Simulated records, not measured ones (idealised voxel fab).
Name of the process module below: voxel released beams
FYI the section here is cut, 195 nm wide, cells are 5 nm squares.
For the purposes of this document, a cross-section shall be understood as a grid of square cells, specified as bands listed in top-to-bottom order, each band consisting of one or more rows of cells.
In this notation a band is specified by the heights of its top and bottom, in that order and in nm, after which its materials appear from left to right, each paired with its width in nm. The word "edge to edge" attached to a single material means that material fills the band from edge to edge; the word "empty" stands for empty space.
The level at which height equals 0 is the one under which the wafer, as it arrives, is entirely one material. No lower edge exists for the bottom band, which continues downward and is notated as in "0..down".
You'd read "30 to 40" like this: the band's top row of cells is as wide as the first number, its bottom row is as wide as the second, and going down, every row changes width by the same amount as the row before did.
"everything unchanged" -> step changed no cross-section cell.
"Unvented voids" means: voids of 8 cells or more that are shut off from the top with no open way through. Written width x height at distance, distance from the left edge, in nm.
Past the settings on a step's line: simulator remark, on that step.
The optional step-line setting "overlay nm" applies to steps with a mask and quantifies how far to the right of its planned location the mask lay, a negative value indicating leftward placement.
THE STEPS PLANNED FOR THE PROCESS ARE AS FOLLOWS
| 1 | RECEIVE, material Si |
| 2 | CONFORMAL_DEP, material Al2O3, thk nm 10 |
| 3 | DIRECTIONAL_DEP, material SiO2, thk nm 15 |
| 4 | DIRECTIONAL_DEP, material aC, thk nm 10 |
| 5 | PATTERN, tone open, mask id ANCHOR, material resist, width nm 40, thk nm 30, overlay nm 0 |
| 6 | DIRECTIONAL_ETCH, etch materials aC, depth nm 10 |
| 7 | STRIP, etch materials resist |
| 8 | DIRECTIONAL_ETCH, etch materials SiO2, depth nm 15 |
| 9 | STRIP, etch materials aC |
| 10 | CONFORMAL_DEP, material SiN, thk nm 15 |
| 11 | MASKED_ETCH, tone cover, mask id BEAM, width nm 85, etch materials SiN, depth nm 15, overlay nm 0 |
| 12 | STRIP, etch materials SiO2 |
SO THIS IS THE INCOMING WAFER IN CROSS-SECTION - IT'S ALREADY BEEN THROUGH STEP 1
0..down = Si edge to edge
Unvented voids: none
WAFER CROSS-SECTION AT END OF MODULE: START AND PLAN AS SHOWN ABOVE, ONE EXECUTION ERROR
40..25 = empty (45); SiN (25); empty (10); SiN (60); empty (55)
25..10 = empty (55); SiN (40); empty (100)
10..0 = Al2O3 edge to edge
0..down = Si edge to edge
Unvented voids: none
Against the plan, the run slipped here: step 11 went in with a setting other than planned; the actual run was MASKED_ETCH, tone cover, mask id BEAM, width nm 95, etch materials SiN, depth nm 15, overlay nm 0
